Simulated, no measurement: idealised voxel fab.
The process module that follows is named voxel tone inversion.
Cross-sectional view cut (width: 180 nm; square cell size: 5 nm).
Notation: cross-section as square-cell grid; stated in bands, top first, going down; one or more cell rows per band.
A band entry consists of two parts. The first gives the height of the band's top and the height of its bottom, in nm. The rest lists the band's materials from left to right, each with its width in nm. A single material labelled with the word "full width" fills the band from edge to edge, and the word "air" marks empty space.
Ref level 0: as-received wafer is one material below here. Bottom band extends down with no lower bound ("0 nm and below").
Width: "30 to 40" (first number = top row, second number = bottom row, same change from row to row of cells).
Where the words "no change" appear for a step, the cross-section shows no cell changed by that step; every cell remained as before.
If an empty space has no open way to the top and is at least 8 cells in size, "Trapped cavities" lists it, written width x height at distance, where distance is measured from the left edge and every value is in nm.
Read whatever lies past the settings on a step's line as the simulator's own remark about the step.
"overlay nm" answers the question of how far to the right of plan the mask lay on a step that has a mask, and when it is negative the answer is to the left.

THE PLANNED PROCESS STEPS ARE ENUMERATED HEREUNDER
1) RECEIVE (material Si)
2) CONFORMAL_DEP (material SiN; thk nm 5)
3) DIRECTIONAL_DEP (material aC; thk nm 15)
4) PATTERN (tone cover; mask id POSTS; material resist; width nm 20; pitch nm 35; thk nm 25; overlay nm 0)
5) DIRECTIONAL_ETCH (etch materials aC; depth nm 15)
6) STRIP (etch materials resist)
7) FILL_DEP (material SiO2; thk nm 5)
8) CMP (height nm 20)
9) STRIP (etch materials aC)

AS-RECEIVED STATE OF THE WAFER IN CROSS-SECTION, EQUIVALENT TO POST-STEP 1
	0 nm and below  Si full width
	Trapped cavities: none

MODULE COMPLETE - CROSS-SECTION OF THE FIRST OF TWO WAFERS, RUN ACCORDING TO PLAN
	20 nm to 5 nm  SiO2 (45)  air (20)  SiO2 (15)  air (20)  SiO2 (15)  air (20)  SiO2 (45)
	5 nm to 0 nm  SiN full width
	0 nm and below  Si full width
	Trapped cavities: none

SECOND WAFER AT THE END: LIKE START, LIKE PLAN, ONE MISTAKE
	15 nm to 5 nm  SiO2 (45)  air (20)  SiO2 (15)  air (20)  SiO2 (15)  air (20)  SiO2 (45)
	5 nm to 0 nm  SiN full width
	0 nm and below  Si full width
	Trapped cavities: none
Want to know what went wrong? it should be noted that step 8 was executed with settings other than those planned, the operation and settings actually applied being CMP (height nm 15)
Upon completion, the second wafer contains, in terms of cells, a greater or smaller amount of certain materials than the first wafer: SiO2 -24
